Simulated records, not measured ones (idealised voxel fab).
process module | voxel wiring stack
cross-section cut | 155 nm wide | cells 5 nm
A cross-section is a grid of square cells, given in bands from the top down. A band is one or more rows of cells.
Each band's line starts with the height of the band's top and of its bottom, in nm. Then come its materials from left to right, each with its width in nm. One material with "throughout" fills the band from edge to edge. "air" is empty space.
Height 0 is the level under which the wafer as received is all one material. The lowest band goes on downwards, as in "0 down".
A width such as "30 to 40" changes by the same amount from each row of cells to the next, from the band's top row to its bottom row.
"no change" after a step means that no cell of the cross-section changed.
closed voids: empty space of 8 cells or more with no open way to the top, each as width x height at its distance from the left edge, in nm
after a step's settings: what the simulator itself notes on the step
overlay nm, on a step with a mask: how far to the right of its planned place the mask lay; to the left if negative
plan
1 op RECEIVE | material Si
2 op CONFORMAL_DEP | material SiO2 | thk nm 15
3 op DIRECTIONAL_DEP | material TiN | thk nm 5
4 op DIRECTIONAL_DEP | material W | thk nm 15
5 op MASKED_ETCH | tone cover | mask id METAL_1 | width nm 20 | pitch nm 45 | etch materials W | depth nm 15 | overlay nm 0
6 op MASKED_ETCH | tone cover | mask id METAL_1 | width nm 20 | pitch nm 45 | etch materials TiN | depth nm 5 | overlay nm 0
7 op CONFORMAL_DEP | material SiN | thk nm 5
8 op FILL_DEP | material lowk | thk nm 5
9 op CMP | height nm 35
10 op CONFORMAL_DEP | material SiCN | thk nm 5
11 op DIRECTIONAL_DEP | material lowk | thk nm 15
12 op PATTERN | tone open | mask id PLUG_1 | material resist | width nm 15 | pitch nm 90 | thk nm 15 | overlay nm 0
13 op DIRECTIONAL_ETCH | etch materials lowk | depth nm 15
14 op DIRECTIONAL_ETCH | etch materials SiCN | depth nm 5
15 op STRIP | etch materials resist
16 op CONFORMAL_DEP | material TiN | thk nm 5
17 op FILL_DEP | material W | thk nm 10
18 op CMP | height nm 55
19 op CONFORMAL_DEP | material SiN | thk nm 5
20 op DIRECTIONAL_DEP | material SiO2 | thk nm 25
21 op DIRECTIONAL_DEP | material aC | thk nm 15
22 op PATTERN | tone open | mask id METAL_2 | material resist | width nm 20 | pitch nm 45 | thk nm 30 | overlay nm 0
23 op DIRECTIONAL_ETCH | etch materials aC | depth nm 15
24 op STRIP | etch materials resist
25 op DIRECTIONAL_ETCH | etch materials SiO2 | depth nm 25
26 op DIRECTIONAL_ETCH | etch materials SiN | depth nm 5
27 op STRIP | etch materials aC
28 op CONFORMAL_DEP | material TiN | thk nm 5
29 op FILL_DEP | material W | thk nm 10
30 op CMP | height nm 85
31 op CONFORMAL_DEP | material SiCN | thk nm 5
32 op DIRECTIONAL_DEP | material SiO2 | thk nm 20
33 op DIRECTIONAL_DEP | material aC | thk nm 10
34 op PATTERN | tone open | mask id PLUG_2 | material resist | width nm 15 | pitch nm 90 | thk nm 30 | overlay nm 0
35 op DIRECTIONAL_ETCH | etch materials aC | depth nm 10
36 op STRIP | etch materials resist
37 op DIRECTIONAL_ETCH | etch materials SiO2 | depth nm 20
38 op DIRECTIONAL_ETCH | etch materials SiCN | depth nm 5
39 op STRIP | etch materials aC
40 op EPI | material Ru | thk nm 10
41 op EPI | material Ru | thk nm 10
42 op EPI | material Ru | thk nm 5
43 op CONFORMAL_DEP | material SiN | thk nm 5
44 op DIRECTIONAL_DEP | material lowk | thk nm 25
45 op MASKED_ETCH | tone open | mask id METAL_3 | width nm 20 | pitch nm 45 | etch materials lowk | depth nm 25 | overlay nm 0
46 op MASKED_ETCH | tone open | mask id METAL_3 | width nm 20 | pitch nm 45 | etch materials SiN | depth nm 5 | overlay nm 0
47 op CONFORMAL_DEP | material TiN | thk nm 5
48 op FILL_DEP | material Cu | thk nm 10
49 op CMP | height nm 140
50 op CONFORMAL_DEP | material SiCN | thk nm 5
51 op DIRECTIONAL_DEP | material lowk | thk nm 10
52 op DIRECTIONAL_DEP | material aC | thk nm 10
53 op PATTERN | tone open | mask id PLUG_3 | material resist | width nm 15 | pitch nm 45 | thk nm 25 | overlay nm 0
54 op DIRECTIONAL_ETCH | etch materials aC | depth nm 10
55 op STRIP | etch materials resist
56 op DIRECTIONAL_ETCH | etch materials lowk | depth nm 10
57 op DIRECTIONAL_ETCH | etch materials SiCN | depth nm 5
58 op STRIP | etch materials aC
59 op CONFORMAL_DEP | material TiN | thk nm 5
60 op FILL_DEP | material W | thk nm 5
61 op CMP | height nm 155
62 op DIRECTIONAL_DEP | material TiN | thk nm 5
63 op DIRECTIONAL_DEP | material W | thk nm 15
64 op PATTERN | tone cover | mask id METAL_4 | material resist | width nm 20 | pitch nm 45 | thk nm 20 | overlay nm 0
65 op DIRECTIONAL_ETCH | etch materials W | depth nm 15
66 op DIRECTIONAL_ETCH | etch materials TiN | depth nm 5
67 op STRIP | etch materials resist
68 op CONFORMAL_DEP | material SiCN | thk nm 5
69 op FILL_DEP | material lowk | thk nm 5
70 op CMP | height nm 175
71 op CONFORMAL_DEP | material SiCN | thk nm 5
as received, after step 1
  0 down: Si throughout
  closed voids: none
first wafer at the end, as planned
  180 to 175: SiCN throughout
  175 to 160: lowk 15 | SiCN 5 | W 20 | SiCN 5 | lowk 15 | SiCN 5 | W 20 | SiCN 5 | lowk 15 | SiCN 5 | W 20 | SiCN 5 | lowk 20
  160 to 155: SiCN 20 | TiN 20 | SiCN 25 | TiN 20 | SiCN 25 | TiN 20 | SiCN 25
  155 to 145: lowk 20 | TiN 5 | W 5 | TiN 5 | lowk 30 | TiN 5 | W 5 | TiN 5 | lowk 30 | TiN 5 | W 5 | TiN 5 | lowk 30
  145 to 140: SiCN 20 | TiN 15 | SiCN 30 | TiN 15 | SiCN 30 | TiN 15 | SiCN 30
  140 to 115: lowk 20 | TiN 5 | Cu 10 | TiN 5 | lowk 25 | TiN 5 | Cu 10 | TiN 5 | lowk 25 | TiN 5 | Cu 10 | TiN 5 | lowk 25
  115 to 110: SiN 20 | TiN 20 | SiN 25 | TiN 20 | SiN 25 | TiN 20 | SiN 25
  110 to 90: SiO2 20 | Ru 15 | SiO2 75 | Ru 15 | SiO2 30
  90 to 85: SiCN 20 | Ru 15 | SiCN 75 | Ru 15 | SiCN 30
  85 to 60: SiO2 20 | TiN 5 | W 10 | TiN 5 | SiO2 25 | TiN 5 | W 10 | TiN 5 | SiO2 25 | TiN 5 | W 10 | TiN 5 | SiO2 25
  60 to 55: SiN 20 | TiN 20 | SiN 25 | TiN 20 | SiN 25 | TiN 20 | SiN 25
  55 to 40: lowk 20 | TiN 5 | W 5 | TiN 5 | lowk 75 | TiN 5 | W 5 | TiN 5 | lowk 30
  40 to 35: SiCN 20 | TiN 15 | SiCN 75 | TiN 15 | SiCN 30
  35 to 20: lowk 15 | SiN 5 | W 20 | SiN 5 | lowk 15 | SiN 5 | W 20 | SiN 5 | lowk 15 | SiN 5 | W 20 | SiN 5 | lowk 20
  20 to 15: SiN 20 | TiN 20 | SiN 25 | TiN 20 | SiN 25 | TiN 20 | SiN 25
  15 to 0: SiO2 throughout
  0 down: Si throughout
  closed voids: none
second wafer at the end: like start, like plan, one mistake
  180 to 175: SiCN throughout
  175 to 160: lowk 15 | SiCN 5 | W 20 | SiCN 5 | lowk 15 | SiCN 5 | W 20 | SiCN 5 | lowk 15 | SiCN 5 | W 20 | SiCN 5 | lowk 20
  160 to 155: SiCN 20 | TiN 20 | SiCN 25 | TiN 20 | SiCN 25 | TiN 20 | SiCN 25
  155 to 145: lowk 20 | TiN 5 | W 5 | TiN 5 | lowk 30 | TiN 5 | W 5 | TiN 5 | lowk 30 | TiN 5 | W 5 | TiN 5 | lowk 30
  145 to 140: SiCN 20 | TiN 15 | SiCN 30 | TiN 15 | SiCN 30 | TiN 15 | SiCN 30
  140 to 115: lowk 20 | TiN 5 | Cu 10 | TiN 5 | lowk 25 | TiN 5 | Cu 10 | TiN 5 | lowk 25 | TiN 5 | Cu 10 | TiN 5 | lowk 25
  115 to 110: SiN 20 | TiN 20 | SiN 25 | TiN 20 | SiN 25 | TiN 20 | SiN 25
  110 to 90: SiO2 20 | Ru 15 | SiO2 75 | Ru 15 | SiO2 30
  90 to 85: SiCN 20 | Ru 15 | SiCN 75 | Ru 15 | SiCN 30
  85 to 60: SiO2 20 | TiN 5 | W 10 | TiN 5 | SiO2 25 | TiN 5 | W 10 | TiN 5 | SiO2 25 | TiN 5 | W 10 | TiN 5 | SiO2 25
  60 to 55: SiN 20 | TiN 20 | SiN 25 | TiN 20 | SiN 25 | TiN 20 | SiN 25
  55 to 40: lowk 20 | TiN 5 | W 5 | TiN 5 | lowk 75 | TiN 5 | W 5 | TiN 5 | lowk 30
  40 to 35: SiCN 20 | TiN 15 | SiCN 75 | TiN 15 | SiCN 30
  35 to 25: lowk 15 | SiN 5 | W 20 | SiN 5 | lowk 15 | SiN 5 | W 20 | SiN 5 | lowk 15 | SiN 5 | W 20 | SiN 5 | lowk 20
  25 to 20: SiN 20 | W 20 | SiN 25 | W 20 | SiN 25 | W 20 | SiN 25
  20 to 5: SiO2 throughout
  5 to 0: TiN throughout
  0 down: Si throughout
  closed voids: none
what went wrong: steps 2 and 3 were swapped
at the end the second wafer has, in cells: 6 fewer of SiN | 19 more of TiN | 13 fewer of lowk
